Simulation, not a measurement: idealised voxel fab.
process module | voxel double patterning
cross-section cut | 255 nm wide | cells 5 nm
A cross-section is a grid of square cells, given in bands from the top down. A band is one or more rows of cells.
Each band's line starts with the height of the band's top and of its bottom, in nm. Then come its materials from left to right, each with its width in nm. One material with "throughout" fills the band from edge to edge. "air" is empty space.
Height 0 is the level under which the wafer as received is all one material. The lowest band goes on downwards, as in "0 down".
A width such as "30 to 40" changes by the same amount from each row of cells to the next, from the band's top row to its bottom row.
"no change" after a step means that no cell of the cross-section changed.
closed voids: empty space of 8 cells or more with no open way to the top, each as width x height at its distance from the left edge, in nm
after a step's settings: what the simulator itself notes on the step
overlay nm, on a step with a mask: how far to the right of its planned place the mask lay; to the left if negative
plan
1 op RECEIVE | material Si
2 op CONFORMAL_DEP | material SiO2 | thk nm 5
3 op DIRECTIONAL_DEP | material TiN | thk nm 10
4 op DIRECTIONAL_DEP | material SiCN | thk nm 5
5 op PATTERN | tone open | mask id FIRST | material resist | width nm 15 | pitch nm 50 | thk nm 15 | overlay nm 0
6 op DIRECTIONAL_ETCH | etch materials SiCN | depth nm 5
7 op STRIP | etch materials resist
8 op MASKED_ETCH | tone open | mask id SECOND | width nm 15 | etch materials SiCN | depth nm 5 | overlay nm 0
9 op DIRECTIONAL_ETCH | etch materials TiN | depth nm 10
10 op STRIP | etch materials SiCN
as received, after step 1
  0 down: Si throughout
  closed voids: none
a wafer at the end: this start, this plan, one mistake
  10 to 5: TiN throughout
  5 to 0: SiO2 throughout
  0 down: Si throughout
  closed voids: none
what went wrong: step 4 ran as: op DIRECTIONAL_DEP | material TiN | thk nm 5
